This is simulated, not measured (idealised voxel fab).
Process module name: voxel gate over fins
The cross-section on display is named cut; it measures 185 nm wide, and its cells are 5 nm squares.
Cross-sections here: square-cell grids, written as top-down lists of bands, a band being one or more rows of cells.
What a band's entry tells you: where the top is and where the bottom is, as heights in nm, and after that what lies inside, material by material from left to right, each with its width in nm. Empty space is written as the word "empty", and a single material marked with the word "all across" occupies the band from edge to edge.
It should be noted that heights are counted from 0, beneath which the wafer as supplied is of one material throughout, and that the lowest band possesses no lower boundary but continues downward, as written in "0 nm and below".
Think of "30->40" as a width that walks from the first number to the second as you go down the band, top row to bottom row, taking equal-sized steps from row to row.
"remains unaltered" means the step left every cell of the cross-section as it was.
The entry "Closed empty spaces" lists the empty spaces that cover at least 8 cells and have no open path to the top. Each is written as width x height at distance, where the distance is measured from the left edge and all three values are in nm.
Post-settings text on a step line: simulator's own remark regarding the step.
A step's line can hold "overlay nm"; with a mask on that step, the setting says how far right of the planned place the mask lay, while a negative setting says it lay to the left.
## This section lists the process steps that were planned
step 1: RECEIVE [material Si]
step 2: CONFORMAL_DEP [material SiN] [thk nm 5]
step 3: PATTERN [tone cover] [mask id FINS] [material resist] [width nm 15] [pitch nm 35] [thk nm 20] [overlay nm 0]
step 4: DIRECTIONAL_ETCH [etch materials SiN] [depth nm 5]
step 5: DIRECTIONAL_ETCH [etch materials Si] [depth nm 40]
step 6: STRIP [etch materials resist]
step 7: FILL_DEP [material SiO2] [thk nm 10]
step 8: CMP [height nm 5]
step 9: SELECTIVE_ETCH [etch materials SiO2] [depth nm 15]
step 10: STRIP [etch materials SiN]
step 11: CONFORMAL_DEP [material HfO2] [thk nm 5]
step 12: CONFORMAL_DEP [material TiN] [thk nm 5]
step 13: FILL_DEP [material W] [thk nm 10]
step 14: CMP [height nm 15]
step 15: CONFORMAL_DEP [material SiCN] [thk nm 10]
## Here's what the wafer looked like in cross-section when it arrived - that's after step 1
  0 nm and below | Si all across
  Closed empty spaces: none
## End state of the module in cross-section, given the above starting point and plan and one mistake in execution
  25 nm to 15 nm | SiCN all across
  15 nm to 10 nm | W all across
  10 nm to 5 nm | W 40 nm  TiN 110 nm  W 35 nm
  5 nm to 0 nm | W 40 nm  TiN 5 nm  HfO2 30 nm  TiN 5 nm  HfO2 30 nm  TiN 5 nm  HfO2 30 nm  TiN 5 nm  W 35 nm
  0 nm to -5 nm | TiN 45 nm  HfO2 5 nm  Si 20 nm  HfO2 5 nm  TiN 5 nm  HfO2 5 nm  Si 20 nm  HfO2 5 nm  TiN 5 nm  HfO2 5 nm  Si 20 nm  HfO2 5 nm  TiN 40 nm
  -5 nm to -10 nm | HfO2 50 nm  Si 20 nm  HfO2 15 nm  Si 20 nm  HfO2 15 nm  Si 20 nm  HfO2 45 nm
  -10 nm to -40 nm | SiO2 50 nm  Si 20 nm  SiO2 15 nm  Si 20 nm  SiO2 15 nm  Si 20 nm  SiO2 45 nm
  -40 nm and below | Si all across
  Closed empty spaces: none
What went wrong in running the wafer? not per plan at step 3, really ran PATTERN [tone cover] [mask id FINS] [material resist] [width nm 20] [pitch nm 35] [thk nm 20] [overlay nm 0]
